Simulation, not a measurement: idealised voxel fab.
The process module that follows is named voxel capacitor over wiring.
155 nm wide, 5 nm square cells: that's cross-section cut.
Heads up, the way a cross-section reads in here is a grid of square cells, handed over as bands from the top down, with every band being one or more rows of cells. Basically the band line says how high the top is and how high the bottom is, in nm, and then what's in it from left to right, every material with its width in nm. Empty space shows up as "empty", and if a single material carries "full width" it runs the full band edge to edge. The level at which height equals 0 is the one under which the wafer, as it arrives, is entirely one material. No lower edge exists for the bottom band, which continues downward and is notated as in "0 down". You'd read "30 to 40" like this: the band's top row of cells is as wide as the first number, its bottom row is as wide as the second, and going down, every row changes width by the same amount as the row before did. A step reported as "everything unchanged" is a step in which no cell of the cross-section changed. So "Enclosed internal cavities" is basically the list of trapped voids: any empty space of 8 cells or more that can't reach the top through an opening. They're written width x height at distance, the distance being from the left edge, and it's all nm. Formally, on a step line, whatever follows the settings is a remark that the simulator itself makes on the step. overlay nm, on a step with a mask: how far to the right of its planned place the mask lay; to the left if negative.

plan
1,op RECEIVE | material Si
2,op CONFORMAL_DEP | material SiO2 | thk nm 10
3,op CONFORMAL_DEP | material SiCN | thk nm 5
4,op DIRECTIONAL_DEP | material SiO2 | thk nm 25
5,op MASKED_ETCH | tone open | mask id METAL_1 | width nm 25 | pitch nm 95 | etch materials SiO2 | depth nm 25 | overlay nm 0
6,op MASKED_ETCH | tone open | mask id METAL_1 | width nm 25 | pitch nm 95 | etch materials SiCN | depth nm 5 | overlay nm 0
7,op CONFORMAL_DEP | material TiN | thk nm 5
8,op FILL_DEP | material Cu | thk nm 5
9,op CMP | height nm 40
10,op EPI | material Ru | thk nm 5
11,op FILL_DEP | material SiCN | thk nm 5
12,op DIRECTIONAL_DEP | material SiO2 | thk nm 20
13,op MASKED_ETCH | tone open | mask id PLUG_1 | width nm 15 | etch materials SiO2 | depth nm 20 | overlay nm 0
14,op MASKED_ETCH | tone open | mask id PLUG_1 | width nm 15 | etch materials SiCN | depth nm 5 | overlay nm 0
15,op CONFORMAL_DEP | material TiN | thk nm 5
16,op FILL_DEP | material Ru | thk nm 10
17,op CMP | height nm 70
18,op DIRECTIONAL_DEP | material TiN | thk nm 5
19,op DIRECTIONAL_DEP | material SiN | thk nm 5
20,op DIRECTIONAL_DEP | material TiN | thk nm 5
21,op DIRECTIONAL_DEP | material aC | thk nm 15
22,op PATTERN | tone cover | mask id UPPER_PLATE | material resist | width nm 75 | thk nm 35 | overlay nm 0
23,op DIRECTIONAL_ETCH | etch materials aC | depth nm 15
24,op STRIP | etch materials resist
25,op DIRECTIONAL_ETCH | etch materials TiN | depth nm 5
26,op DIRECTIONAL_ETCH | etch materials SiN | depth nm 5
27,op STRIP | etch materials aC
28,op MASKED_ETCH | tone cover | mask id LOWER_PLATE | width nm 85 | etch materials TiN | depth nm 5 | overlay nm 0
29,op FILL_DEP | material SiO2 | thk nm 20
30,op CMP | height nm 100
31,op MASKED_ETCH | tone open | mask id PLUG_2 | width nm 15 | etch materials SiO2 | depth nm 15 | overlay nm 0
32,op CONFORMAL_DEP | material TiN | thk nm 5
33,op FILL_DEP | material Cu | thk nm 5
34,op CMP | height nm 100
35,op CONFORMAL_DEP | material SiCN | thk nm 5

The first of the two wafers, which ran as planned

Cross-section of the wafer upon arrival, representing the state reached after step 1
- 0 down = Si full width
- Enclosed internal cavities: none

The following cross-section depicts the wafer upon completion of step 2
- 10 to 0 = SiO2 full width
- Everything under 0 stays put, no change at all.

The following cross-section depicts the wafer upon completion of step 3
- 15 to 10 = SiCN full width
- Everything under 10 stays put, no change at all.

The following cross-section depicts the wafer upon completion of step 4
- 40 to 15 = SiO2 full width
- Everything under 15 stays put, no change at all.

The following cross-section depicts the wafer upon completion of step 5
- 40 to 15 = SiO2 15 nm, then empty 25 nm, then SiO2 70 nm, then empty 25 nm, then SiO2 20 nm
- Everything under 15 stays put, no change at all.

The following cross-section depicts the wafer upon completion of step 6
- 40 to 15 = SiO2 15 nm, then empty 25 nm, then SiO2 70 nm, then empty 25 nm, then SiO2 20 nm
- 15 to 10 = SiCN 15 nm, then empty 25 nm, then SiCN 70 nm, then empty 25 nm, then SiCN 20 nm
- Everything under 10 stays put, no change at all.

The following cross-section depicts the wafer upon completion of step 7
- 45 to 40 = TiN 20 nm, then empty 15 nm, then TiN 80 nm, then empty 15 nm, then TiN 25 nm
- 40 to 15 = SiO2 15 nm, then TiN 5 nm, then empty 15 nm, then TiN 5 nm, then SiO2 70 nm, then TiN 5 nm, then empty 15 nm, then TiN 5 nm, then SiO2 20 nm
- 15 to 10 = SiCN 15 nm, then TiN 25 nm, then SiCN 70 nm, then TiN 25 nm, then SiCN 20 nm
- Everything under 10 stays put, no change at all.

The following cross-section depicts the wafer upon completion of step 8
- 50 to 45 = Cu full width
- 45 to 40 = TiN 20 nm, then Cu 15 nm, then TiN 80 nm, then Cu 15 nm, then TiN 25 nm
- 40 to 15 = SiO2 15 nm, then TiN 5 nm, then Cu 15 nm, then TiN 5 nm, then SiO2 70 nm, then TiN 5 nm, then Cu 15 nm, then TiN 5 nm, then SiO2 20 nm
- Everything under 15 stays put, no change at all.

The following cross-section depicts the wafer upon completion of step 9
- 40 to 15 = SiO2 15 nm, then TiN 5 nm, then Cu 15 nm, then TiN 5 nm, then SiO2 70 nm, then TiN 5 nm, then Cu 15 nm, then TiN 5 nm, then SiO2 20 nm
- Everything under 15 stays put, no change at all.

The following cross-section depicts the wafer upon completion of step 10
- 45 to 40 = empty 10 nm, then Ru 35 nm, then empty 60 nm, then Ru 35 nm, then empty 15 nm
- Everything under 40 stays put, no change at all.

The following cross-section depicts the wafer upon completion of step 11
- 50 to 45 = SiCN full width
- 45 to 40 = SiCN 10 nm, then Ru 35 nm, then SiCN 60 nm, then Ru 35 nm, then SiCN 15 nm
- Everything under 40 stays put, no change at all.

The following cross-section depicts the wafer upon completion of step 12
- 70 to 50 = SiO2 full width
- Everything under 50 stays put, no change at all.

The following cross-section depicts the wafer upon completion of step 13
- 70 to 50 = SiO2 25 nm, then empty 15 nm, then SiO2 115 nm
- Everything under 50 stays put, no change at all.

The following cross-section depicts the wafer upon completion of step 14
- 70 to 50 = SiO2 25 nm, then empty 15 nm, then SiO2 115 nm
- 50 to 45 = SiCN 25 nm, then empty 15 nm, then SiCN 115 nm
- Everything under 45 stays put, no change at all.

The following cross-section depicts the wafer upon completion of step 15
- 75 to 70 = TiN 30 nm, then empty 5 nm, then TiN 120 nm
- 70 to 50 = SiO2 25 nm, then TiN 5 nm, then empty 5 nm, then TiN 5 nm, then SiO2 115 nm
- 50 to 45 = SiCN 25 nm, then TiN 15 nm, then SiCN 115 nm
- Everything under 45 stays put, no change at all.

The following cross-section depicts the wafer upon completion of step 16
- 85 to 75 = Ru full width
- 75 to 70 = TiN 30 nm, then Ru 5 nm, then TiN 120 nm
- 70 to 50 = SiO2 25 nm, then TiN 5 nm, then Ru 5 nm, then TiN 5 nm, then SiO2 115 nm
- Everything under 50 stays put, no change at all.

The following cross-section depicts the wafer upon completion of step 17
- 70 to 50 = SiO2 25 nm, then TiN 5 nm, then Ru 5 nm, then TiN 5 nm, then SiO2 115 nm
- Everything under 50 stays put, no change at all.

The following cross-section depicts the wafer upon completion of step 18
- 75 to 70 = TiN full width
- Everything under 70 stays put, no change at all.

The following cross-section depicts the wafer upon completion of step 19
- 80 to 75 = SiN full width
- Everything under 75 stays put, no change at all.

The following cross-section depicts the wafer upon completion of step 20
- 85 to 80 = TiN full width
- Everything under 80 stays put, no change at all.

The following cross-section depicts the wafer upon completion of step 21
- 100 to 85 = aC full width
- Everything under 85 stays put, no change at all.

The following cross-section depicts the wafer upon completion of step 22
- 135 to 100 = empty 25 nm, then resist 75 nm, then empty 55 nm
- Everything under 100 stays put, no change at all.

The following cross-section depicts the wafer upon completion of step 23
- 120 to 100 = empty 25 nm, then resist 75 nm, then empty 55 nm
- 100 to 85 = empty 25 nm, then aC 75 nm, then empty 55 nm
- Everything under 85 stays put, no change at all.

The following cross-section depicts the wafer upon completion of step 24
- 100 to 85 = empty 25 nm, then aC 75 nm, then empty 55 nm
- Everything under 85 stays put, no change at all.

The following cross-section depicts the wafer upon completion of step 25
- 100 to 85 = empty 25 nm, then aC 75 nm, then empty 55 nm
- 85 to 80 = empty 25 nm, then TiN 75 nm, then empty 55 nm
- Everything under 80 stays put, no change at all.

The following cross-section depicts the wafer upon completion of step 26
- 100 to 85 = empty 25 nm, then aC 75 nm, then empty 55 nm
- 85 to 80 = empty 25 nm, then TiN 75 nm, then empty 55 nm
- 80 to 75 = empty 25 nm, then SiN 75 nm, then empty 55 nm
- Everything under 75 stays put, no change at all.

The following cross-section depicts the wafer upon completion of step 27
- 85 to 80 = empty 25 nm, then TiN 75 nm, then empty 55 nm
- Everything under 80 stays put, no change at all.

The following cross-section depicts the wafer upon completion of step 28
- 85 to 80 = empty 25 nm, then TiN 75 nm, then empty 55 nm
- 80 to 75 = empty 25 nm, then SiN 75 nm, then empty 55 nm
- 75 to 70 = empty 20 nm, then TiN 85 nm, then empty 50 nm
- Everything under 70 stays put, no change at all.

The following cross-section depicts the wafer upon completion of step 29
- 105 to 85 = SiO2 full width
- 85 to 80 = SiO2 25 nm, then TiN 75 nm, then SiO2 55 nm
- 80 to 75 = SiO2 25 nm, then SiN 75 nm, then SiO2 55 nm
- 75 to 70 = SiO2 20 nm, then TiN 85 nm, then SiO2 50 nm
- Everything under 70 stays put, no change at all.

The following cross-section depicts the wafer upon completion of step 30
- 100 to 85 = SiO2 full width
- Everything under 85 stays put, no change at all.

The following cross-section depicts the wafer upon completion of step 31
- 100 to 85 = SiO2 35 nm, then empty 15 nm, then SiO2 105 nm
- Everything under 85 stays put, no change at all.

The following cross-section depicts the wafer upon completion of step 32
- 105 to 100 = TiN 40 nm, then empty 5 nm, then TiN 110 nm
- 100 to 90 = SiO2 35 nm, then TiN 5 nm, then empty 5 nm, then TiN 5 nm, then SiO2 105 nm
- 90 to 80 = SiO2 35 to 25 nm, then TiN 15 to 75 nm, then SiO2 105 to 55 nm
- Everything under 80 stays put, no change at all.

The following cross-section depicts the wafer upon completion of step 33
- 110 to 105 = Cu full width
- 105 to 100 = TiN 40 nm, then Cu 5 nm, then TiN 110 nm
- 100 to 90 = SiO2 35 nm, then TiN 5 nm, then Cu 5 nm, then TiN 5 nm, then SiO2 105 nm
- Everything under 90 stays put, no change at all.

The following cross-section depicts the wafer upon completion of step 34
- 100 to 90 = SiO2 35 nm, then TiN 5 nm, then Cu 5 nm, then TiN 5 nm, then SiO2 105 nm
- Everything under 90 stays put, no change at all.

The following cross-section depicts the wafer upon completion of step 35
- 105 to 100 = SiCN full width
- Everything under 100 stays put, no change at all.

second wafer: like start, like plan, one mistake. Through step 16 it matches the first wafer

when step 17 should have ended
- 80 to 75 = Ru full width
- Everything under 75 stays put, no change at all.

when step 18 should have ended
- 85 to 80 = TiN full width
- Everything under 80 stays put, no change at all.

when step 19 should have ended
- 90 to 85 = SiN full width
- Everything under 85 stays put, no change at all.

when step 20 should have ended
- 95 to 90 = TiN full width
- Everything under 90 stays put, no change at all.

when step 21 should have ended
- 110 to 95 = aC full width
- Everything under 95 stays put, no change at all.

when step 22 should have ended
- 145 to 110 = empty 25 nm, then resist 75 nm, then empty 55 nm
- Everything under 110 stays put, no change at all.

when step 23 should have ended
- 130 to 110 = empty 25 nm, then resist 75 nm, then empty 55 nm
- 110 to 95 = empty 25 nm, then aC 75 nm, then empty 55 nm
- Everything under 95 stays put, no change at all.

when step 24 should have ended
- 110 to 95 = empty 25 nm, then aC 75 nm, then empty 55 nm
- Everything under 95 stays put, no change at all.

when step 25 should have ended
- 110 to 95 = empty 25 nm, then aC 75 nm, then empty 55 nm
- 95 to 90 = empty 25 nm, then TiN 75 nm, then empty 55 nm
- Everything under 90 stays put, no change at all.

when step 26 should have ended
- 110 to 95 = empty 25 nm, then aC 75 nm, then empty 55 nm
- 95 to 90 = empty 25 nm, then TiN 75 nm, then empty 55 nm
- 90 to 85 = empty 25 nm, then SiN 75 nm, then empty 55 nm
- Everything under 85 stays put, no change at all.

when step 27 should have ended
- 95 to 90 = empty 25 nm, then TiN 75 nm, then empty 55 nm
- Everything under 90 stays put, no change at all.

when step 28 should have ended
- 95 to 90 = empty 25 nm, then TiN 75 nm, then empty 55 nm
- 90 to 85 = empty 25 nm, then SiN 75 nm, then empty 55 nm
- 85 to 80 = empty 20 nm, then TiN 85 nm, then empty 50 nm
- Everything under 80 stays put, no change at all.

when step 29 should have ended
- 115 to 95 = SiO2 full width
- 95 to 90 = SiO2 25 nm, then TiN 75 nm, then SiO2 55 nm
- 90 to 85 = SiO2 25 nm, then SiN 75 nm, then SiO2 55 nm
- 85 to 80 = SiO2 20 nm, then TiN 85 nm, then SiO2 50 nm
- Everything under 80 stays put, no change at all.

when step 30 should have ended
- 100 to 95 = SiO2 full width
- Everything under 95 stays put, no change at all.

when step 31 should have ended
- 100 to 95 = SiO2 35 nm, then empty 15 nm, then SiO2 105 nm
- Everything under 95 stays put, no change at all.

when step 32 should have ended
- 105 to 100 = TiN 40 nm, then empty 5 nm, then TiN 110 nm
- 100 to 90 = SiO2 35 to 25 nm, then TiN 15 to 75 nm, then SiO2 105 to 55 nm
- Everything under 90 stays put, no change at all.

when step 33 should have ended
- 110 to 105 = Cu full width
- 105 to 100 = TiN 40 nm, then Cu 5 nm, then TiN 110 nm
- Everything under 100 stays put, no change at all.

when step 34 should have ended
- 100 to 90 = SiO2 35 to 25 nm, then TiN 15 to 75 nm, then SiO2 105 to 55 nm
- Everything under 90 stays put, no change at all.

when step 35 should have ended
- 105 to 100 = SiCN full width
- Everything under 100 stays put, no change at all.
Finding, execution versus plan: in deviation from the planned setting, step 17 was conducted as op CMP | height nm 80
The final cell counts differ between the wafers, with the second having more or fewer of some materials than the first: 2 fewer of Cu, 32 more of Ru, 56 fewer of SiO2, 26 more of TiN
